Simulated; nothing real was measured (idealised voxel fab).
The process module presented herein is designated voxel ribs on slabs.
Section shown: cut. Width: 270 nm. Cell size: 5 nm, square.
The cross-sections in this document take the form of a grid made of square cells. They are written out as bands, in order from top to bottom. Each band consists of one or more rows of cells. First you get the band's top height and its bottom height, in nm, and then the materials it's made of, left to right, with each width in nm. If you see a single material with "full width", that one covers the band edge to edge. "empty" is empty space. Heights from 0 (as-received wafer is one material below). Bottom band endless downward, as "top 0, no bottom". A width such as "30..40" changes by the same amount from each row of cells to the next, from the band's top row to its bottom row. Where a step carries "all unchanged", the cross-section came out of it unchanged, cell for cell. If an empty space has no open way to the top and is at least 8 cells in size, "Tabulated closed voids" lists it, written width x height at distance, where distance is measured from the left edge and every value is in nm. On a step's line, text after the settings is the simulator commenting on that step. Steps that use a mask can have "overlay nm" on their line. It says how far the mask sat to the right of where it was meant to be. Negative means to the left.
SO HERE'S THE LINEUP OF PROCESS STEPS WE PLANNED
1. RECEIVE,material Si
2. DIRECTIONAL_DEP,material SiO2,thk nm 30
3. DIRECTIONAL_DEP,material SiN,thk nm 20
4. PATTERN,tone cover,mask id RIB,material resist,width nm 25,thk nm 20,overlay nm 0
5. DIRECTIONAL_ETCH,etch materials SiN,depth nm 15
6. STRIP,etch materials resist
7. PATTERN,tone cover,mask id SLAB,material resist,width nm 55,thk nm 20,overlay nm 0
8. DIRECTIONAL_ETCH,etch materials SiN,depth nm 5
9. STRIP,etch materials resist
10. FILL_DEP,material SiO2,thk nm 15
11. CMP,height nm 60
12. DIRECTIONAL_DEP,material W,thk nm 10
13. MASKED_ETCH,tone cover,mask id HEATER,width nm 35,etch materials W,depth nm 10,overlay nm 0
14. CONFORMAL_DEP,material SiN,thk nm 5
CROSS-SECTION: WAFER ON ARRIVAL = AFTER STEP 1
- top 0, no bottom: Si full width
- Tabulated closed voids: none
CROSS-SECTIONAL IMAGE OF THE FIRST OF TWO WAFERS AT THE END OF THE MODULE, THE RUN HAVING PROCEEDED AS PLANNED
- top 75, bottom 70: empty (110), SiN (45), empty (115)
- top 70, bottom 65: empty (110), SiN (5), W (35), SiN (5), empty (115)
- top 65, bottom 60: SiN (115), W (35), SiN (120)
- top 60, bottom 50: SiO2 full width
- top 50, bottom 35: SiO2 (120), SiN (25), SiO2 (125)
- top 35, bottom 30: SiO2 (105), SiN (55), SiO2 (110)
- top 30, bottom 0: SiO2 full width
- top 0, no bottom: Si full width
- Tabulated closed voids: none
HERE IS THE SECOND OF THE TWO WAFERS CUT OPEN AT THE END OF THE MODULE - SAME START, SAME PLAN AS THE FIRST ONE, BUT WE MADE ONE MISTAKE RUNNING IT
- top 75, bottom 70: empty (110), SiN (45), empty (115)
- top 70, bottom 65: empty (110), SiN (5), W (35), SiN (5), empty (115)
- top 65, bottom 60: SiN (115), W (35), SiN (120)
- top 60, bottom 50: SiO2 full width
- top 50, bottom 35: SiO2 (120), SiN (25), SiO2 (125)
- top 35, bottom 30: SiO2 (95), SiN (55), SiO2 (120)
- top 30, bottom 0: SiO2 full width
- top 0, no bottom: Si full width
- Tabulated closed voids: none
Error vs. plan: step 7 deviated from plan and actually ran as PATTERN,tone cover,mask id SLAB,material resist,width nm 55,thk nm 20,overlay nm -10
Heads up: at the end the two wafers have identical cell counts per material, they're just laid out differently.
